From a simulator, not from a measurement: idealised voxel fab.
process module | voxel transistor to metal
The cross-section shown here is cut; it is 290 nm wide and divided into square cells measuring 5 nm on a side.
Cross-section format: a grid of square cells, given as bands from top to bottom; each band is one or more rows of cells. First you get the band's top height and its bottom height, in nm, and then the materials it's made of, left to right, with each width in nm. If you see a single material with "all across", that one covers the band edge to edge. "air" is empty space. Heights are measured from 0, the level below which the as-received wafer is all one material; the lowest band has no bottom and continues downward, written as in "0 down". Width "30 to 40": first value at the band's top row of cells, second value at its bottom row, equal change from row to row. The designation "changes: none", where it is given for a processing step, indicates that no cell of the cross-section was altered in the course of that step. The entry "Trapped voids" lists the empty spaces that cover at least 8 cells and have no open path to the top. Each is written as width x height at distance, where the distance is measured from the left edge and all three values are in nm. Heads up: the bit after the settings on a step's line is the simulator's remark on that step. overlay nm: on a step with a mask, how far right of its planned place the mask lay; negative means left.
The steps planned for the process are as follows
| 1 | RECEIVE, material Si |
| 2 | CONFORMAL_DEP, material SiO2, thk nm 5 |
| 3 | CONFORMAL_DEP, material SiN, thk nm 15 |
| 4 | PATTERN, tone cover, mask id ACTIVE, material resist, width nm 105, pitch nm 125, thk nm 15, overlay nm 0 |
| 5 | DIRECTIONAL_ETCH, etch materials SiN, depth nm 15 |
| 6 | DIRECTIONAL_ETCH, etch materials SiO2, depth nm 5 |
| 7 | DIRECTIONAL_ETCH, etch materials Si, depth nm 25 |
| 8 | STRIP, etch materials resist |
| 9 | FILL_DEP, material SiO2, thk nm 15 |
| 10 | CMP, height nm 20 |
| 11 | SELECTIVE_ETCH, etch materials SiO2, depth nm 5 |
| 12 | STRIP, etch materials SiN |
| 13 | SELECTIVE_ETCH, etch materials SiO2, depth nm 5 |
| 14 | OXIDIZE, depth nm 5 |
| 15 | DIRECTIONAL_DEP, material polySi, thk nm 30 |
| 16 | DIRECTIONAL_DEP, material SiCN, thk nm 15 |
| 17 | PATTERN, tone cover, mask id GATE, material resist, width nm 35, pitch nm 125, thk nm 15, overlay nm 0 |
| 18 | DIRECTIONAL_ETCH, etch materials SiCN, depth nm 25 |
| 19 | DIRECTIONAL_ETCH, etch materials polySi, depth nm 40 |
| 20 | STRIP, etch materials resist |
| 21 | CONFORMAL_DEP, material SiN, thk nm 5 |
| 22 | DIRECTIONAL_ETCH, etch materials SiN, depth nm 5 |
| 23 | DIRECTIONAL_ETCH, etch materials SiO2, depth nm 5 |
| 24 | EPI, material pSi, thk nm 5 |
| 25 | FILL_DEP, material SiO2, thk nm 10 |
| 26 | CMP, height nm 30 |
| 27 | STRIP, etch materials polySi |
| 28 | SELECTIVE_ETCH, etch materials SiO2, depth nm 5 |
| 29 | CONFORMAL_DEP, material HfO2, thk nm 5 |
| 30 | CONFORMAL_DEP, material TiN, thk nm 5 |
| 31 | FILL_DEP, material W, thk nm 5 |
| 32 | CMP, height nm 25 |
| 33 | DIRECTIONAL_DEP, material SiO2, thk nm 15 |
| 34 | MASKED_ETCH, tone open, mask id CONTACT, width nm 15, etch materials SiO2, depth nm 40, overlay nm 0 |
| 35 | CONFORMAL_DEP, material TiN, thk nm 5 |
| 36 | FILL_DEP, material Ru, thk nm 5 |
| 37 | CMP, height nm 40 |
| 38 | CONFORMAL_DEP, material SiCN, thk nm 5 |
| 39 | DIRECTIONAL_DEP, material SiO2, thk nm 25 |
| 40 | PATTERN, tone open, mask id METAL_1, material resist, width nm 15, thk nm 20, overlay nm 0 |
| 41 | DIRECTIONAL_ETCH, etch materials SiO2, depth nm 25 |
| 42 | DIRECTIONAL_ETCH, etch materials SiCN, depth nm 5 |
| 43 | STRIP, etch materials resist |
| 44 | CONFORMAL_DEP, material TiN, thk nm 5 |
| 45 | FILL_DEP, material Ru, thk nm 10 |
| 46 | CMP, height nm 70 |
| 47 | CONFORMAL_DEP, material SiCN, thk nm 5 |
Step 1 complete: cross-section of the wafer as received
    0 down: Si all across
    Trapped voids: none
Look at the cross-section after the module: the wafer started out the way shown above and the plan was the one shown above, yet one mistake was made along the way
    90 to 85: SiCN all across
    85 to 75: Ru all across
    75 to 70: TiN: 40 | Ru: 5 | TiN: 75 | Ru: 5 | TiN: 40 | Ru: 5 | TiN: 75 | Ru: 5 | TiN: 40
    70 to 45: SiO2: 35 | TiN: 5 | Ru: 5 | TiN: 5 | SiO2: 65 | TiN: 5 | Ru: 5 | TiN: 5 | SiO2: 30 | TiN: 5 | Ru: 5 | TiN: 5 | SiO2: 65 | TiN: 5 | Ru: 5 | TiN: 5 | SiO2: 35
    45 to 40: SiCN: 35 | TiN: 15 | SiCN: 65 | TiN: 15 | SiCN: 30 | TiN: 15 | SiCN: 65 | TiN: 15 | SiCN: 35
    40 to 25: SiO2: 35 | TiN: 5 | Ru: 5 | TiN: 5 | SiO2: 65 | TiN: 5 | Ru: 5 | TiN: 5 | SiO2: 30 | TiN: 5 | Ru: 5 | TiN: 5 | SiO2: 65 | TiN: 5 | Ru: 5 | TiN: 5 | SiO2: 35
    25 to 10: SiO2: 35 | TiN: 5 | Ru: 5 | TiN: 5 | SiO2: 10 | SiN: 5 | HfO2: 5 | TiN: 5 | W: 15 | TiN: 5 | HfO2: 5 | SiN: 5 | SiO2: 10 | TiN: 5 | Ru: 5 | TiN: 5 | SiO2: 30 | TiN: 5 | Ru: 5 | TiN: 5 | SiO2: 10 | SiN: 5 | HfO2: 5 | TiN: 5 | W: 15 | TiN: 5 | HfO2: 5 | SiN: 5 | SiO2: 10 | TiN: 5 | Ru: 5 | TiN: 5 | SiO2: 35
    10 to 5: SiO2: 25 | SiN: 5 | SiO2: 5 | TiN: 5 | Ru: 5 | TiN: 5 | SiO2: 10 | SiN: 5 | HfO2: 5 | TiN: 5 | W: 15 | TiN: 5 | HfO2: 5 | SiN: 5 | SiO2: 10 | TiN: 5 | Ru: 5 | TiN: 5 | SiO2: 5 | SiN: 5 | SiO2: 10 | SiN: 5 | SiO2: 5 | TiN: 5 | Ru: 5 | TiN: 5 | SiO2: 10 | SiN: 5 | HfO2: 5 | TiN: 5 | W: 15 | TiN: 5 | HfO2: 5 | SiN: 5 | SiO2: 10 | TiN: 5 | Ru: 5 | TiN: 5 | SiO2: 5 | SiN: 5 | SiO2: 25
    5 to 0: SiO2: 25 | SiN: 5 | SiO2: 5 | TiN: 15 | SiO2: 10 | SiN: 5 | HfO2: 5 | TiN: 25 | HfO2: 5 | SiN: 5 | SiO2: 10 | TiN: 15 | SiO2: 5 | SiN: 5 | SiO2: 10 | SiN: 5 | SiO2: 5 | TiN: 15 | SiO2: 10 | SiN: 5 | HfO2: 5 | TiN: 25 | HfO2: 5 | SiN: 5 | SiO2: 10 | TiN: 15 | SiO2: 5 | SiN: 5 | SiO2: 25
    0 to -5: SiO2: 30 | pSi: 30 | HfO2: 45 | pSi: 30 | SiO2: 20 | pSi: 30 | HfO2: 45 | pSi: 30 | SiO2: 30
    -5 to -25: SiO2: 30 | Si: 105 | SiO2: 20 | Si: 105 | SiO2: 30
    -25 down: Si all across
    Trapped voids: none
The mistake made against the process plan was this: heads up, step 46 of the plan was skipped and never actually ran
